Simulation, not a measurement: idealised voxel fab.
Name of the process module below: voxel capacitor over wiring
Cross-sectional view cut (width: 200 nm; square cell size: 5 nm).
Each cross-section below is a grid of square cells, stated as bands in top-down order, with one or more rows of cells making up each band. Top, bottom (nm), then materials left to right with widths (nm); lone material tagged "everywhere" fills the whole band edge to edge; "air" = empty space. Height reference: 0 = level under which incoming wafer is all one material. Lowest band: no bottom, runs on downward, e.g. "0 and below". A width given as "30 to 40" starts at the first number in the band's top row and ends at the second number in its bottom row, shifting by an equal amount at every step from row to row. "no change" means the step left every cell of the cross-section as it was. Basically, "Trapped void list" tells you about the enclosed voids: empty spaces with no open way to the top, 8 cells or bigger, each written width x height at distance, where distance is from the left edge, all in nm. It should be noted that, on the line of a given step, the content following the step's settings is a remark produced by the simulator itself with respect to that step. "overlay nm" on a masked step: distance the mask lay right of its planned place, negative for left.

**Process steps foreseen in the plan**
step 1: RECEIVE [material Si]
step 2: CONFORMAL_DEP [material SiO2] [thk nm 15]
step 3: DIRECTIONAL_DEP [material TiN] [thk nm 5]
step 4: DIRECTIONAL_DEP [material W] [thk nm 20]
step 5: PATTERN [tone cover] [mask id METAL_1] [material resist] [width nm 20] [pitch nm 80] [thk nm 15] [overlay nm 0]
step 6: DIRECTIONAL_ETCH [etch materials W] [depth nm 20]
step 7: DIRECTIONAL_ETCH [etch materials TiN] [depth nm 5]
step 8: STRIP [etch materials resist]
step 9: CONFORMAL_DEP [material SiN] [thk nm 5]
step 10: FILL_DEP [material lowk] [thk nm 10]
step 11: CMP [height nm 40]
step 12: CONFORMAL_DEP [material SiCN] [thk nm 5]
step 13: DIRECTIONAL_DEP [material SiO2] [thk nm 20]
step 14: MASKED_ETCH [tone open] [mask id PLUG_1] [width nm 15] [etch materials SiO2] [depth nm 20] [overlay nm 0]
step 15: MASKED_ETCH [tone open] [mask id PLUG_1] [width nm 15] [etch materials SiCN] [depth nm 5] [overlay nm 0]
step 16: CONFORMAL_DEP [material TiN] [thk nm 5]
step 17: FILL_DEP [material W] [thk nm 10]
step 18: CMP [height nm 65]
step 19: DIRECTIONAL_DEP [material TiN] [thk nm 5]
step 20: DIRECTIONAL_DEP [material Al2O3] [thk nm 5]
step 21: DIRECTIONAL_DEP [material TiN] [thk nm 10]
step 22: MASKED_ETCH [tone cover] [mask id UPPER_PLATE] [width nm 65] [etch materials TiN] [depth nm 10] [overlay nm 0]
step 23: MASKED_ETCH [tone cover] [mask id UPPER_PLATE] [width nm 65] [etch materials Al2O3] [depth nm 5] [overlay nm 0]
step 24: DIRECTIONAL_DEP [material aC] [thk nm 15]
step 25: PATTERN [tone cover] [mask id LOWER_PLATE] [material resist] [width nm 75] [thk nm 35] [overlay nm 0]
step 26: DIRECTIONAL_ETCH [etch materials aC] [depth nm 15]
step 27: STRIP [etch materials resist]
step 28: DIRECTIONAL_ETCH [etch materials TiN] [depth nm 5]
step 29: STRIP [etch materials aC]
step 30: FILL_DEP [material SiO2] [thk nm 15]
step 31: CMP [height nm 95]
step 32: MASKED_ETCH [tone open] [mask id PLUG_2] [width nm 15] [etch materials SiO2] [depth nm 10] [overlay nm 0]
step 33: CONFORMAL_DEP [material TiN] [thk nm 5]
step 34: FILL_DEP [material W] [thk nm 5]
step 35: CMP [height nm 95]
step 36: CONFORMAL_DEP [material SiN] [thk nm 5]

**The first of a set of two wafers, run to plan**

**Incoming wafer, cross-sectional view, post step 1**
	0 and below: Si everywhere
	Trapped void list: none

**State of the wafer after step 2, shown in cross-section**
	15 down to 0: SiO2 everywhere
	Whatever lies below 0 is exactly as it was before.

**State of the wafer after step 3, shown in cross-section**
	20 down to 15: TiN everywhere
	Whatever lies below 15 is exactly as it was before.

**State of the wafer after step 4, shown in cross-section**
	40 down to 20: W everywhere
	Whatever lies below 20 is exactly as it was before.

**State of the wafer after step 5, shown in cross-section**
	55 down to 40: 50 air  20 resist  60 air  20 resist  50 air
	Whatever lies below 40 is exactly as it was before.

**State of the wafer after step 6, shown in cross-section**
	55 down to 40: 50 air  20 resist  60 air  20 resist  50 air
	40 down to 20: 50 air  20 W  60 air  20 W  50 air
	Whatever lies below 20 is exactly as it was before.

**State of the wafer after step 7, shown in cross-section**
	55 down to 40: 50 air  20 resist  60 air  20 resist  50 air
	40 down to 20: 50 air  20 W  60 air  20 W  50 air
	20 down to 15: 50 air  20 TiN  60 air  20 TiN  50 air
	Whatever lies below 15 is exactly as it was before.

**State of the wafer after step 8, shown in cross-section**
	40 down to 20: 50 air  20 W  60 air  20 W  50 air
	Whatever lies below 20 is exactly as it was before.

**State of the wafer after step 9, shown in cross-section**
	45 down to 40: 45 air  30 SiN  50 air  30 SiN  45 air
	40 down to 20: 45 air  5 SiN  20 W  5 SiN  50 air  5 SiN  20 W  5 SiN  45 air
	20 down to 15: 50 SiN  20 TiN  60 SiN  20 TiN  50 SiN
	Whatever lies below 15 is exactly as it was before.

**State of the wafer after step 10, shown in cross-section**
	55 down to 45: lowk everywhere
	45 down to 40: 45 lowk  30 SiN  50 lowk  30 SiN  45 lowk
	40 down to 20: 45 lowk  5 SiN  20 W  5 SiN  50 lowk  5 SiN  20 W  5 SiN  45 lowk
	Whatever lies below 20 is exactly as it was before.

**State of the wafer after step 11, shown in cross-section**
	40 down to 20: 45 lowk  5 SiN  20 W  5 SiN  50 lowk  5 SiN  20 W  5 SiN  45 lowk
	Whatever lies below 20 is exactly as it was before.

**State of the wafer after step 12, shown in cross-section**
	45 down to 40: SiCN everywhere
	Whatever lies below 40 is exactly as it was before.

**State of the wafer after step 13, shown in cross-section**
	65 down to 45: SiO2 everywhere
	Whatever lies below 45 is exactly as it was before.

**State of the wafer after step 14, shown in cross-section**
	65 down to 45: 55 SiO2  15 air  130 SiO2
	Whatever lies below 45 is exactly as it was before.

**State of the wafer after step 15, shown in cross-section**
	65 down to 45: 55 SiO2  15 air  130 SiO2
	45 down to 40: 55 SiCN  15 air  130 SiCN
	Whatever lies below 40 is exactly as it was before.

**State of the wafer after step 16, shown in cross-section**
	70 down to 65: 60 TiN  5 air  135 TiN
	65 down to 45: 55 SiO2  5 TiN  5 air  5 TiN  130 SiO2
	45 down to 40: 55 SiCN  15 TiN  130 SiCN
	Whatever lies below 40 is exactly as it was before.

**State of the wafer after step 17, shown in cross-section**
	80 down to 70: W everywhere
	70 down to 65: 60 TiN  5 W  135 TiN
	65 down to 45: 55 SiO2  5 TiN  5 W  5 TiN  130 SiO2
	Whatever lies below 45 is exactly as it was before.

**State of the wafer after step 18, shown in cross-section**
	65 down to 45: 55 SiO2  5 TiN  5 W  5 TiN  130 SiO2
	Whatever lies below 45 is exactly as it was before.

**State of the wafer after step 19, shown in cross-section**
	70 down to 65: TiN everywhere
	Whatever lies below 65 is exactly as it was before.

**State of the wafer after step 20, shown in cross-section**
	75 down to 70: Al2O3 everywhere
	Whatever lies below 70 is exactly as it was before.

**State of the wafer after step 21, shown in cross-section**
	85 down to 75: TiN everywhere
	Whatever lies below 75 is exactly as it was before.

**State of the wafer after step 22, shown in cross-section**
	85 down to 75: 55 air  65 TiN  80 air
	Whatever lies below 75 is exactly as it was before.

**State of the wafer after step 23, shown in cross-section**
	85 down to 75: 55 air  65 TiN  80 air
	75 down to 70: 55 air  65 Al2O3  80 air
	Whatever lies below 70 is exactly as it was before.

**State of the wafer after step 24, shown in cross-section**
	100 down to 85: 55 air  65 aC  80 air
	85 down to 75: 55 aC  65 TiN  80 aC
	75 down to 70: 55 aC  65 Al2O3  80 aC
	Whatever lies below 70 is exactly as it was before.

**State of the wafer after step 25, shown in cross-section**
	135 down to 100: 50 air  75 resist  75 air
	100 down to 85: 50 air  5 resist  65 aC  5 resist  75 air
	Whatever lies below 85 is exactly as it was before.

**State of the wafer after step 26, shown in cross-section**
	120 down to 100: 50 air  75 resist  75 air
	100 down to 85: 50 air  5 resist  65 aC  5 resist  75 air
	85 down to 75: 50 air  5 aC  65 TiN  5 aC  75 air
	75 down to 70: 50 air  5 aC  65 Al2O3  5 aC  75 air
	Whatever lies below 70 is exactly as it was before.

**State of the wafer after step 27, shown in cross-section**
	100 down to 85: 55 air  65 aC  80 air
	Whatever lies below 85 is exactly as it was before.

**State of the wafer after step 28, shown in cross-section**
	100 down to 85: 55 air  65 aC  80 air
	85 down to 75: 50 air  5 aC  65 TiN  5 aC  75 air
	75 down to 70: 50 air  5 aC  65 Al2O3  5 aC  75 air
	70 down to 65: 50 air  75 TiN  75 air
	Whatever lies below 65 is exactly as it was before.

**State of the wafer after step 29, shown in cross-section**
	85 down to 75: 55 air  65 TiN  80 air
	75 down to 70: 55 air  65 Al2O3  80 air
	Whatever lies below 70 is exactly as it was before.

**State of the wafer after step 30, shown in cross-section**
	100 down to 85: SiO2 everywhere
	85 down to 75: 55 SiO2  65 TiN  80 SiO2
	75 down to 70: 55 SiO2  65 Al2O3  80 SiO2
	70 down to 65: 50 SiO2  75 TiN  75 SiO2
	Whatever lies below 65 is exactly as it was before.

**State of the wafer after step 31, shown in cross-section**
	95 down to 85: SiO2 everywhere
	Whatever lies below 85 is exactly as it was before.

**State of the wafer after step 32, shown in cross-section**
	95 down to 85: 65 SiO2  15 air  120 SiO2
	Whatever lies below 85 is exactly as it was before.

**State of the wafer after step 33, shown in cross-section**
	100 down to 95: 70 TiN  5 air  125 TiN
	95 down to 90: 65 SiO2  5 TiN  5 air  5 TiN  120 SiO2
	90 down to 85: 65 SiO2  15 TiN  120 SiO2
	Whatever lies below 85 is exactly as it was before.

**State of the wafer after step 34, shown in cross-section**
	105 down to 100: W everywhere
	100 down to 95: 70 TiN  5 W  125 TiN
	95 down to 90: 65 SiO2  5 TiN  5 W  5 TiN  120 SiO2
	Whatever lies below 90 is exactly as it was before.

**State of the wafer after step 35, shown in cross-section**
	95 down to 90: 65 SiO2  5 TiN  5 W  5 TiN  120 SiO2
	Whatever lies below 90 is exactly as it was before.

**State of the wafer after step 36, shown in cross-section**
	100 down to 95: SiN everywhere
	Whatever lies below 95 is exactly as it was before.

**Wafer two. Identical start, identical plan. One mistake in execution. Identical history through step 21**

**X-section, second wafer, when step 22 was due to finish**
	85 down to 75: 55 TiN  65 air  80 TiN
	Whatever lies below 75 is exactly as it was before.

X-section, second wafer, when step 23 was due to finish: no change

**X-section, second wafer, when step 24 was due to finish**
	100 down to 90: 55 aC  65 air  80 aC
	90 down to 85: aC everywhere
	85 down to 75: 55 TiN  65 aC  80 TiN
	Whatever lies below 75 is exactly as it was before.

**X-section, second wafer, when step 25 was due to finish**
	135 down to 100: 50 air  75 resist  75 air
	100 down to 90: 55 aC  65 resist  80 aC
	Whatever lies below 90 is exactly as it was before.

**X-section, second wafer, when step 26 was due to finish**
	120 down to 100: 50 air  75 resist  75 air
	100 down to 90: 50 air  5 aC  65 resist  5 aC  75 air
	90 down to 85: 50 air  75 aC  75 air
	Whatever lies below 85 is exactly as it was before.

**X-section, second wafer, when step 27 was due to finish**
	100 down to 90: 50 air  5 aC  65 air  5 aC  75 air
	Whatever lies below 90 is exactly as it was before.

**X-section, second wafer, when step 28 was due to finish**
	100 down to 90: 50 air  5 aC  65 air  5 aC  75 air
	90 down to 85: 50 air  75 aC  75 air
	85 down to 80: 50 air  5 TiN  65 aC  5 TiN  75 air
	Whatever lies below 80 is exactly as it was before.

**X-section, second wafer, when step 29 was due to finish**
	85 down to 80: 50 air  5 TiN  65 air  5 TiN  75 air
	80 down to 75: 55 TiN  65 air  80 TiN
	Whatever lies below 75 is exactly as it was before.

**X-section, second wafer, when step 30 was due to finish**
	100 down to 85: SiO2 everywhere
	85 down to 80: 50 SiO2  5 TiN  65 SiO2  5 TiN  75 SiO2
	80 down to 75: 55 TiN  65 SiO2  80 TiN
	Whatever lies below 75 is exactly as it was before.

**X-section, second wafer, when step 31 was due to finish**
	95 down to 85: SiO2 everywhere
	Whatever lies below 85 is exactly as it was before.

**X-section, second wafer, when step 32 was due to finish**
	95 down to 85: 65 SiO2  15 air  120 SiO2
	Whatever lies below 85 is exactly as it was before.

**X-section, second wafer, when step 33 was due to finish**
	100 down to 95: 70 TiN  5 air  125 TiN
	95 down to 90: 65 SiO2  5 TiN  5 air  5 TiN  120 SiO2
	90 down to 85: 65 SiO2  15 TiN  120 SiO2
	Whatever lies below 85 is exactly as it was before.

**X-section, second wafer, when step 34 was due to finish**
	105 down to 100: W everywhere
	100 down to 95: 70 TiN  5 W  125 TiN
	95 down to 90: 65 SiO2  5 TiN  5 W  5 TiN  120 SiO2
	Whatever lies below 90 is exactly as it was before.

**X-section, second wafer, when step 35 was due to finish**
	95 down to 90: 65 SiO2  5 TiN  5 W  5 TiN  120 SiO2
	Whatever lies below 90 is exactly as it was before.

**X-section, second wafer, when step 36 was due to finish**
	100 down to 95: SiN everywhere
	Whatever lies below 95 is exactly as it was before.
The mistake made against the process plan was this: rather than as planned, step 22 actually ran as MASKED_ETCH [tone open] [mask id UPPER_PLATE] [width nm 65] [etch materials TiN] [depth nm 10] [overlay nm 0]
Final wafer comparison in cells, second versus first, more or fewer per material: Al2O3: 27 more | SiO2: 55 fewer | TiN: 28 more
